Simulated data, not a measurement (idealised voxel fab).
Name of the process module below: voxel capacitor over wiring
Displayed cross-section: cut, width of 150 nm, square cells sized 5 nm.
Each cross-section below is a grid of square cells, stated as bands in top-down order, with one or more rows of cells making up each band.
Each band's line starts with the height of the band's top and of its bottom, in nm. Then come its materials from left to right, each with its width in nm. One material with "all across" fills the band from edge to edge. "air" is empty space.
Height datum 0, below which the as-received substrate wafer is one material. Lowest band open at the bottom, running downward: "0 -> down".
The width entry "30..40" should be interpreted row by row: the top row of cells in the band takes the first number, the bottom row takes the second number, and the change between adjacent rows is uniform throughout.
Take "nothing was modified" at face value: in the step it is given for, the cross-section changed in none of its cells.
Entry "Closed empty spaces" = empty spaces >= 8 cells with no open way to the top; each as width x height at distance, distance from left edge, all nm.
That trailing text on a step's line, after the settings, is the simulator's own remark on the step.
overlay nm: where the mask lay relative to plan, measured to the right, on steps with a mask; negatives go left.
So here's the lineup of process steps we planned:
| 1 | RECEIVE: material Si |
| 2 | CONFORMAL_DEP: material SiO2, thk nm 15 |
| 3 | DIRECTIONAL_DEP: material TiN, thk nm 5 |
| 4 | DIRECTIONAL_DEP: material Ru, thk nm 15 |
| 5 | MASKED_ETCH: tone cover, mask id METAL_1, width nm 20, pitch nm 75, etch materials Ru, depth nm 15, overlay nm 0 |
| 6 | MASKED_ETCH: tone cover, mask id METAL_1, width nm 20, pitch nm 75, etch materials TiN, depth nm 5, overlay nm 0 |
| 7 | FILL_DEP: material lowk, thk nm 5 |
| 8 | CMP: height nm 35 |
| 9 | CONFORMAL_DEP: material SiCN, thk nm 5 |
| 10 | DIRECTIONAL_DEP: material SiO2, thk nm 10 |
| 11 | DIRECTIONAL_DEP: material aC, thk nm 10 |
| 12 | PATTERN: tone open, mask id PLUG_1, material resist, width nm 15, thk nm 30, overlay nm 0 |
| 13 | DIRECTIONAL_ETCH: etch materials aC, depth nm 10 |
| 14 | STRIP: etch materials resist |
| 15 | DIRECTIONAL_ETCH: etch materials SiO2, depth nm 10 |
| 16 | DIRECTIONAL_ETCH: etch materials SiCN, depth nm 5 |
| 17 | STRIP: etch materials aC |
| 18 | EPI: material Ru, thk nm 10 |
| 19 | EPI: material Ru, thk nm 5 |
| 20 | DIRECTIONAL_DEP: material TiN, thk nm 10 |
| 21 | DIRECTIONAL_DEP: material Al2O3, thk nm 5 |
| 22 | DIRECTIONAL_DEP: material TiN, thk nm 5 |
| 23 | DIRECTIONAL_DEP: material aC, thk nm 10 |
| 24 | PATTERN: tone cover, mask id UPPER_PLATE, material resist, width nm 60, thk nm 25, overlay nm 0 |
| 25 | DIRECTIONAL_ETCH: etch materials aC, depth nm 10 |
| 26 | STRIP: etch materials resist |
| 27 | DIRECTIONAL_ETCH: etch materials TiN, depth nm 5 |
| 28 | DIRECTIONAL_ETCH: etch materials Al2O3, depth nm 5 |
| 29 | STRIP: etch materials aC |
| 30 | DIRECTIONAL_DEP: material aC, thk nm 15 |
| 31 | PATTERN: tone cover, mask id LOWER_PLATE, material resist, width nm 70, thk nm 30, overlay nm 0 |
| 32 | DIRECTIONAL_ETCH: etch materials aC, depth nm 15 |
| 33 | STRIP: etch materials resist |
| 34 | DIRECTIONAL_ETCH: etch materials TiN, depth nm 10 |
| 35 | STRIP: etch materials aC |
| 36 | FILL_DEP: material SiO2, thk nm 20 |
| 37 | CMP: height nm 85 |
| 38 | MASKED_ETCH: tone open, mask id PLUG_2, width nm 15, etch materials SiO2, depth nm 15, overlay nm 0 |
| 39 | CONFORMAL_DEP: material TiN, thk nm 5 |
| 40 | FILL_DEP: material W, thk nm 10 |
| 41 | CMP: height nm 85 |
| 42 | CONFORMAL_DEP: material SiN, thk nm 5 |
All wafers enter the flow in the same state. The width nm at step 38 differs from wafer to wafer, and the plan gives the value for the first wafer.
First wafer of several, as received: cross-section after step 1:
0 -> down = Si all across
Closed empty spaces: none
The table below has one row for each wafer; a row shows, as of the end of the module, how many cells of each material the wafer has gained, marked (+), or lost, marked (-), since it was received, and then the wafer's closed voids:
width nm 15, +12 Al2O3, +33 Ru, +27 SiCN, +30 SiN, +293 SiO2, +55 TiN, +2 W, +88 lowk, Closed empty spaces: none
width nm 20, +12 Al2O3, +33 Ru, +27 SiCN, +30 SiN, +290 SiO2, +56 TiN, +4 W, +88 lowk, Closed empty spaces: none
width nm 25, +12 Al2O3, +33 Ru, +27 SiCN, +30 SiN, +287 SiO2, +57 TiN, +6 W, +88 lowk, Closed empty spaces: none
width nm 30, +12 Al2O3, +33 Ru, +27 SiCN, +30 SiN, +284 SiO2, +58 TiN, +8 W, +88 lowk, Closed empty spaces: none
